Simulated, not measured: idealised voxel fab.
Process module, titled voxel self aligned vias
It is cross-section cut that appears here, measuring 240 nm in width, its square cells being 5 nm in size.
A cross-section is a grid of square cells, given in bands from the top down. A band is one or more rows of cells.
Per band: top height and bottom height in nm, followed by the left-to-right materials and their widths in nm; "everywhere" marks a single material spanning edge to edge, "blank" marks empty space.
Zero point of the height axis is 0; under it, received wafer = one material. Lowest band: continues down indefinitely, "0 down".
The width entry "30 to 40" should be interpreted row by row: the top row of cells in the band takes the first number, the bottom row takes the second number, and the change between adjacent rows is uniform throughout.
"no change" after a step means that no cell of the cross-section changed.
Closed void list: empty space of 8 cells or more with no open way to the top, each as width x height at its distance from the left edge, in nm
Formally, on a step line, whatever follows the settings is a remark that the simulator itself makes on the step.
"overlay nm", when on a step's line for a step with a mask, measures how far to the right of its planned place the mask lay; a negative measure means to the left.

Here's what the planned process steps look like
1,RECEIVE: material Si
2,CONFORMAL_DEP: material SiO2, thk nm 10
3,CONFORMAL_DEP: material SiCN, thk nm 5
4,DIRECTIONAL_DEP: material SiO2, thk nm 20
5,PATTERN: tone open, mask id LINES, material resist, width nm 25, pitch nm 60, thk nm 20, overlay nm 0
6,DIRECTIONAL_ETCH: etch materials SiO2, depth nm 20
7,STRIP: etch materials resist
8,CONFORMAL_DEP: material TiN, thk nm 5
9,FILL_DEP: material W, thk nm 10
10,CMP: height nm 35
11,SELECTIVE_ETCH: etch materials W Ru TiN, depth nm 10
12,FILL_DEP: material SiN, thk nm 10
13,CMP: height nm 35
14,DIRECTIONAL_DEP: material SiO2, thk nm 20
15,DIRECTIONAL_DEP: material aC, thk nm 15
16,PATTERN: tone open, mask id VIAS, material resist, width nm 35, thk nm 35, overlay nm 0
17,DIRECTIONAL_ETCH: etch materials aC, depth nm 15
18,STRIP: etch materials resist
19,DIRECTIONAL_ETCH: etch materials SiO2, depth nm 20
20,DIRECTIONAL_ETCH: etch materials SiN, depth nm 10
21,STRIP: etch materials aC
22,CONFORMAL_DEP: material TiN, thk nm 5
23,FILL_DEP: material Ru, thk nm 10
24,CMP: height nm 55
25,CONFORMAL_DEP: material SiN, thk nm 5

Wafer as received: cross-section following step 1
> 0 down: Si everywhere
> Closed void list: none

First of two wafers, end-of-module section, run followed plan
> 60 to 55: SiN everywhere
> 55 to 40: SiO2=70  TiN=5  Ru=25  TiN=5  SiO2=135
> 40 to 35: SiO2=70  TiN=10  Ru=15  TiN=10  SiO2=135
> 35 to 30: SiO2=75  TiN=5  Ru=15  TiN=5  SiO2=35  SiN=25  SiO2=80
> 30 to 25: SiO2=75  TiN=25  SiO2=35  SiN=25  SiO2=80
> 25 to 20: SiO2=75  TiN=5  W=15  TiN=5  SiO2=35  TiN=5  W=15  TiN=5  SiO2=80
> 20 to 15: SiO2=75  TiN=25  SiO2=35  TiN=25  SiO2=80
> 15 to 10: SiCN everywhere
> 10 to 0: SiO2 everywhere
> 0 down: Si everywhere
> Closed void list: none

So this is wafer number two of the two, cut at the end of the module - it started where the first did and had the same plan, we just got one thing wrong running it
> 60 to 55: SiN everywhere
> 55 to 40: SiO2=70  TiN=5  Ru=25  TiN=5  SiO2=135
> 40 to 35: SiO2=70  TiN=5  Ru=10  TiN=20  SiO2=135
> 35 to 30: SiO2=65  SiN=5  TiN=5  Ru=10  TiN=5  SiO2=35  SiN=25  SiO2=90
> 30 to 25: SiO2=65  SiN=5  TiN=20  SiO2=35  SiN=25  SiO2=90
> 25 to 20: SiO2=65  TiN=5  W=15  TiN=5  SiO2=35  TiN=5  W=15  TiN=5  SiO2=90
> 20 to 15: SiO2=65  TiN=25  SiO2=35  TiN=25  SiO2=90
> 15 to 10: SiCN everywhere
> 10 to 0: SiO2 everywhere
> 0 down: Si everywhere
> Closed void list: none
Heads up, the wafer didn't run the way we planned it: step 5 went in with a setting other than planned; the actual run was PATTERN: tone open, mask id LINES, material resist, width nm 25, pitch nm 60, thk nm 20, overlay nm -10
It is noted that, at the conclusion of processing, the second wafer exhibits a higher or lower cell count for certain materials relative to the first: Ru -2, SiN +2
